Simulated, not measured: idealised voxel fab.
process module | voxel air gaps
cross-section cut | 155 nm wide | cells 5 nm
A cross-section is a grid of square cells, given in bands from the top down. A band is one or more rows of cells.
Each band's line starts with the height of the band's top and of its bottom, in nm. Then come its materials from left to right, each with its width in nm. One material with "throughout" fills the band from edge to edge. "air" is empty space.
Height 0 is the level under which the wafer as received is all one material. The lowest band goes on downwards, as in "0 down".
A width such as "30 to 40" changes by the same amount from each row of cells to the next, from the band's top row to its bottom row.
"no change" after a step means that no cell of the cross-section changed.
closed voids: empty space of 8 cells or more with no open way to the top, each as width x height at its distance from the left edge, in nm
after a step's settings: what the simulator itself notes on the step
overlay nm, on a step with a mask: how far to the right of its planned place the mask lay; to the left if negative
plan
1 op RECEIVE | material Si
2 op CONFORMAL_DEP | material SiO2 | thk nm 10
3 op CONFORMAL_DEP | material SiCN | thk nm 5
4 op DIRECTIONAL_DEP | material lowk | thk nm 30
5 op DIRECTIONAL_DEP | material aC | thk nm 10
6 op PATTERN | tone open | mask id LINES | material resist | width nm 20 | pitch nm 45 | thk nm 25 | overlay nm 0
7 op DIRECTIONAL_ETCH | etch materials aC | depth nm 10
8 op STRIP | etch materials resist
9 op DIRECTIONAL_ETCH | etch materials lowk | depth nm 30
10 op STRIP | etch materials aC
11 op CONFORMAL_DEP | material TiN | thk nm 5
12 op FILL_DEP | material Cu | thk nm 5
13 op CMP | height nm 45
14 op EPI | material Ru | thk nm 10
15 op SELECTIVE_ETCH | etch materials lowk | depth nm 40
16 op CONFORMAL_DEP | material SiCN | thk nm 5
as received, after step 1
  0 down: Si throughout
  closed voids: none
first wafer at the end, as planned
  60 to 55: air 5 | SiCN 140 | air 10
  55 to 45: air 5 | SiCN 5 | Ru 40 | SiCN 5 | Ru 40 | SiCN 5 | Ru 40 | SiCN 5 | air 10
  45 to 40: air 5 | SiCN 15 | TiN 5 | Cu 10 | TiN 5 | SiCN 25 | TiN 5 | Cu 10 | TiN 5 | SiCN 25 | TiN 5 | Cu 10 | TiN 5 | SiCN 15 | air 10
  40 to 20: air 15 | SiCN 5 | TiN 5 | Cu 10 | TiN 5 | SiCN 5 | air 15 | SiCN 5 | TiN 5 | Cu 10 | TiN 5 | SiCN 5 | air 15 | SiCN 5 | TiN 5 | Cu 10 | TiN 5 | SiCN 5 | air 20
  20 to 15: SiCN 20 | TiN 20 | SiCN 25 | TiN 20 | SiCN 25 | TiN 20 | SiCN 25
  15 to 10: SiCN throughout
  10 to 0: SiO2 throughout
  0 down: Si throughout
  closed voids: 15 x 20 at 45; 15 x 20 at 90
second wafer at the end: like start, like plan, one mistake
  60 to 55: SiCN 150 | air 5
  55 to 45: SiCN 5 | Ru 140 | SiCN 5 | air 5
  45 to 40: SiCN 15 | TiN 5 | Cu 20 | TiN 5 | lowk 15 | TiN 5 | Cu 20 | TiN 5 | lowk 15 | TiN 5 | Cu 20 | TiN 5 | SiCN 15 | air 5
  40 to 20: air 10 | SiCN 5 | TiN 5 | Cu 20 | TiN 5 | lowk 15 | TiN 5 | Cu 20 | TiN 5 | lowk 15 | TiN 5 | Cu 20 | TiN 5 | SiCN 5 | air 15
  20 to 15: SiCN 15 | TiN 30 | lowk 15 | TiN 30 | lowk 15 | TiN 30 | SiCN 20
  15 to 10: SiCN throughout
  10 to 0: SiO2 throughout
  0 down: Si throughout
  closed voids: 10 x 20 at 0
what went wrong: step 6 ran as: op PATTERN | tone open | mask id LINES | material resist | width nm 30 | pitch nm 45 | thk nm 25 | overlay nm 0
at the end the second wafer has, in cells: 30 more of Cu | 8 more of Ru | 40 fewer of SiCN | 6 more of TiN | 36 more of lowk
closed voids at the end (first wafer, second wafer): 2, 1
